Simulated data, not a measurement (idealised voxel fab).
Process module name: voxel double patterning
In the cross-section labelled cut, the width is 245 nm and each square cell is 5 nm.
Cross-section layout: square cells on a grid; listed as bands, top to bottom; a band spans one or more cell rows. Basically the band line says how high the top is and how high the bottom is, in nm, and then what's in it from left to right, every material with its width in nm. Empty space shows up as "air", and if a single material carries "throughout" it runs the full band edge to edge. Note: height 0 marks the level under which the wafer is uniformly one material as received. Lowest band unbounded below, written "0 -> down". Graded width ("30 to 40"): value in top row of band = first number; value in bottom row = second number; row-to-row change constant. "nothing was modified" for a step: no cell of the cross-section changed in that step. What "Trapped void list" gives you is every empty space of 8 cells or more that is cut off from the top. Each appears as width x height at distance, with the distance taken from the left edge and width, height and distance all in nm. It should be noted that, on the line of a given step, the content following the step's settings is a remark produced by the simulator itself with respect to that step. A step line may carry the setting "overlay nm", which, for steps involving a mask, states the distance by which the mask lay to the right of its intended position; negative values denote displacement to the left.
Process steps - plan:
1: RECEIVE (material Si)
2: CONFORMAL_DEP (material SiO2; thk nm 10)
3: DIRECTIONAL_DEP (material W; thk nm 10)
4: DIRECTIONAL_DEP (material SiN; thk nm 10)
5: DIRECTIONAL_DEP (material aC; thk nm 10)
6: PATTERN (tone open; mask id FIRST; material resist; width nm 15; pitch nm 50; thk nm 25; overlay nm 0)
7: DIRECTIONAL_ETCH (etch materials aC; depth nm 10)
8: STRIP (etch materials resist)
9: DIRECTIONAL_ETCH (etch materials SiN; depth nm 10)
10: STRIP (etch materials aC)
11: MASKED_ETCH (tone open; mask id SECOND; width nm 15; etch materials SiN; depth nm 10; overlay nm 0)
12: DIRECTIONAL_ETCH (etch materials W; depth nm 10)
13: STRIP (etch materials SiN)
The first of two wafers, run as planned:
As-received wafer cross-section (after step 1):
- 0 -> down: Si throughout
- Trapped void list: none
Presented here is a cross-section of the wafer after step 2 has been performed:
- 10 -> 0: SiO2 throughout
- Note: structure below 0 unchanged.
Presented here is a cross-section of the wafer after step 3 has been performed:
- 20 -> 10: W throughout
- Note: structure below 10 unchanged.
Presented here is a cross-section of the wafer after step 4 has been performed:
- 30 -> 20: SiN throughout
- Note: structure below 20 unchanged.
Presented here is a cross-section of the wafer after step 5 has been performed:
- 40 -> 30: aC throughout
- Note: structure below 30 unchanged.
Presented here is a cross-section of the wafer after step 6 has been performed:
- 65 -> 40: 90 of resist; 15 of air; 35 of resist; 15 of air; 90 of resist
- Note: structure below 40 unchanged.
Presented here is a cross-section of the wafer after step 7 has been performed:
- 55 -> 40: 90 of resist; 15 of air; 35 of resist; 15 of air; 90 of resist
- 40 -> 30: 90 of aC; 15 of air; 35 of aC; 15 of air; 90 of aC
- Note: structure below 30 unchanged.
Presented here is a cross-section of the wafer after step 8 has been performed:
- 40 -> 30: 90 of aC; 15 of air; 35 of aC; 15 of air; 90 of aC
- Note: structure below 30 unchanged.
Presented here is a cross-section of the wafer after step 9 has been performed:
- 40 -> 30: 90 of aC; 15 of air; 35 of aC; 15 of air; 90 of aC
- 30 -> 20: 90 of SiN; 15 of air; 35 of SiN; 15 of air; 90 of SiN
- Note: structure below 20 unchanged.
Presented here is a cross-section of the wafer after step 10 has been performed:
- 30 -> 20: 90 of SiN; 15 of air; 35 of SiN; 15 of air; 90 of SiN
- Note: structure below 20 unchanged.
Presented here is a cross-section of the wafer after step 11 has been performed:
- 30 -> 20: 90 of SiN; 15 of air; 10 of SiN; 15 of air; 10 of SiN; 15 of air; 90 of SiN
- Note: structure below 20 unchanged.
Presented here is a cross-section of the wafer after step 12 has been performed:
- 30 -> 20: 90 of SiN; 15 of air; 10 of SiN; 15 of air; 10 of SiN; 15 of air; 90 of SiN
- 20 -> 10: 90 of W; 15 of air; 10 of W; 15 of air; 10 of W; 15 of air; 90 of W
- Note: structure below 10 unchanged.
Presented here is a cross-section of the wafer after step 13 has been performed:
- 20 -> 10: 90 of W; 15 of air; 10 of W; 15 of air; 10 of W; 15 of air; 90 of W
- Note: structure below 10 unchanged.
Regarding the second of the two wafers: it shared the first wafer's starting condition and process plan, yet one error occurred during its execution. Its history coincides with that of the first wafer up to and including step 3:
Cross-section, second wafer, at the end time the plan gives for step 4:
- 30 -> 20: SiO2 throughout
- Note: structure below 20 unchanged.
Cross-section, second wafer, at the end time the plan gives for step 5:
- 40 -> 30: aC throughout
- Note: structure below 30 unchanged.
Cross-section, second wafer, at the end time the plan gives for step 6:
- 65 -> 40: 90 of resist; 15 of air; 35 of resist; 15 of air; 90 of resist
- Note: structure below 40 unchanged.
Cross-section, second wafer, at the end time the plan gives for step 7:
- 55 -> 40: 90 of resist; 15 of air; 35 of resist; 15 of air; 90 of resist
- 40 -> 30: 90 of aC; 15 of air; 35 of aC; 15 of air; 90 of aC
- Note: structure below 30 unchanged.
Cross-section, second wafer, at the end time the plan gives for step 8:
- 40 -> 30: 90 of aC; 15 of air; 35 of aC; 15 of air; 90 of aC
- Note: structure below 30 unchanged.
Cross-section, second wafer, at the end time the plan gives for step 9: nothing was modified
Cross-section, second wafer, at the end time the plan gives for step 10:
- 30 -> 20: SiO2 throughout
- Note: structure below 20 unchanged.
Cross-section, second wafer, at the end time the plan gives for step 11: nothing was modified
Cross-section, second wafer, at the end time the plan gives for step 12: nothing was modified
Cross-section, second wafer, at the end time the plan gives for step 13: nothing was modified
what went wrong: step 4 went in with a setting other than planned; the actual run was DIRECTIONAL_DEP (material SiO2; thk nm 10)
Final difference in cells, second wafer against first, listed per material as more or fewer: +98 SiO2 | +18 W
